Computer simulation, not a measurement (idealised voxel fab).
The process module presented herein is designated voxel double patterning.
Section cut is 160 nm wide and gridded with 5 nm square cells.
Square cells in a grid make up a cross-section in this document, and the grid is given as bands, listed from the top down, each one or more rows of cells.
Quick guide to a band line: top height, bottom height (nm) up front; then every material left to right with its width in nm. Only one material and it's marked "full width"? Then it fills the band edge to edge. And "empty" just means empty space.
All heights in this document are referenced to 0, defined as the level beneath which the wafer, as received, consists entirely of one material. The lowest band is not bounded below; it extends indefinitely downward and is written in the form "z 0 and below".
Read "30 to 40" as a graded width: first number on top, second number at the bottom, same change between each pair of neighbouring rows.
Given "changes: none" for a step, no cell of the cross-section differs between before and after that step.
What "Closed void entries" gives you is every empty space of 8 cells or more that is cut off from the top. Each appears as width x height at distance, with the distance taken from the left edge and width, height and distance all in nm.
Text after the settings on a step's line: the simulator's own remark on that step.
When a step includes a mask, the "overlay nm" setting on its line states how far to the right of its planned place that mask lay, and negative values state how far to the left.
**So here's the lineup of process steps we planned**
1 RECEIVE,material Si
2 CONFORMAL_DEP,material SiN,thk nm 5
3 DIRECTIONAL_DEP,material SiO2,thk nm 20
4 DIRECTIONAL_DEP,material SiCN,thk nm 5
5 DIRECTIONAL_DEP,material aC,thk nm 15
6 PATTERN,tone open,mask id FIRST,material resist,width nm 15,pitch nm 50,thk nm 30,overlay nm 0
7 DIRECTIONAL_ETCH,etch materials aC,depth nm 15
8 STRIP,etch materials resist
9 DIRECTIONAL_ETCH,etch materials SiCN,depth nm 5
10 STRIP,etch materials aC
11 DIRECTIONAL_DEP,material aC,thk nm 10
12 PATTERN,tone open,mask id SECOND,material resist,width nm 15,thk nm 25,overlay nm 0
13 DIRECTIONAL_ETCH,etch materials aC,depth nm 10
14 STRIP,etch materials resist
15 DIRECTIONAL_ETCH,etch materials SiCN,depth nm 5
16 STRIP,etch materials aC
17 DIRECTIONAL_ETCH,etch materials SiO2,depth nm 20
18 STRIP,etch materials SiCN
**Cross-section, incoming material, after step 1**
* z 0 and below: Si full width
* Closed void entries: none
**As-planned run: cross-section of the first of two wafers at end of module**
* z 25 to 5: SiO2 45 | empty 15 | SiO2 10 | empty 15 | SiO2 10 | empty 15 | SiO2 50
* z 5 to 0: SiN full width
* z 0 and below: Si full width
* Closed void entries: none
**Here is the second of the two wafers cut open at the end of the module - same start, same plan as the first one, but we made one mistake running it**
* z 25 to 5: SiO2 45 | empty 15 | SiO2 10 | empty 20 | SiO2 5 | empty 15 | SiO2 50
* z 5 to 0: SiN full width
* z 0 and below: Si full width
* Closed void entries: none
Heads up, the wafer didn't run the way we planned it: so step 12 ended up running with a different setting than we planned, it ran as PATTERN,tone open,mask id SECOND,material resist,width nm 20,thk nm 25,overlay nm 0
It is noted that, at the conclusion of processing, the second wafer exhibits a higher or lower cell count for certain materials relative to the first: 4 fewer of SiO2
